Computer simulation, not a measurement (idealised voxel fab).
process module | voxel tone inversion
cross-section cut | 190 nm wide | cells 5 nm
A cross-section is a grid of square cells, given in bands from the top down. A band is one or more rows of cells.
Each band's line starts with the height of the band's top and of its bottom, in nm. Then come its materials from left to right, each with its width in nm. One material with "throughout" fills the band from edge to edge. "air" is empty space.
Height 0 is the level under which the wafer as received is all one material. The lowest band goes on downwards, as in "0 down".
A width such as "30 to 40" changes by the same amount from each row of cells to the next, from the band's top row to its bottom row.
"no change" after a step means that no cell of the cross-section changed.
closed voids: empty space of 8 cells or more with no open way to the top, each as width x height at its distance from the left edge, in nm
after a step's settings: what the simulator itself notes on the step
overlay nm, on a step with a mask: how far to the right of its planned place the mask lay; to the left if negative
plan
1 op RECEIVE | material Si
2 op CONFORMAL_DEP | material SiCN | thk nm 10
3 op DIRECTIONAL_DEP | material polySi | thk nm 25
4 op PATTERN | tone cover | mask id POSTS | material resist | width nm 15 | pitch nm 40 | thk nm 35 | overlay nm 0
5 op DIRECTIONAL_ETCH | etch materials polySi | depth nm 25
6 op STRIP | etch materials resist
7 op FILL_DEP | material lowk | thk nm 5
8 op CMP | height nm 35
9 op STRIP | etch materials polySi
10 op CONFORMAL_DEP | material TiN | thk nm 5
11 op FILL_DEP | material W | thk nm 5
12 op CMP | height nm 35
13 op CONFORMAL_DEP | material SiCN | thk nm 5
varied across the wafers: width nm of step 4. The plan shows the first wafer's value. All wafers start alike
first wafer as received, after step 1
  0 down: Si throughout
  closed voids: none
each wafer at the end: cells of each material gained (+) or lost (-) since it was received, then its closed voids
width nm 15 | +114 SiCN | +33 TiN | +12 W | +145 lowk | closed voids: none
width nm 20 | +114 SiCN | +36 TiN | +24 W | +130 lowk | closed voids: none
width nm 25 | +114 SiCN | +39 TiN | +36 W | +115 lowk | closed voids: none
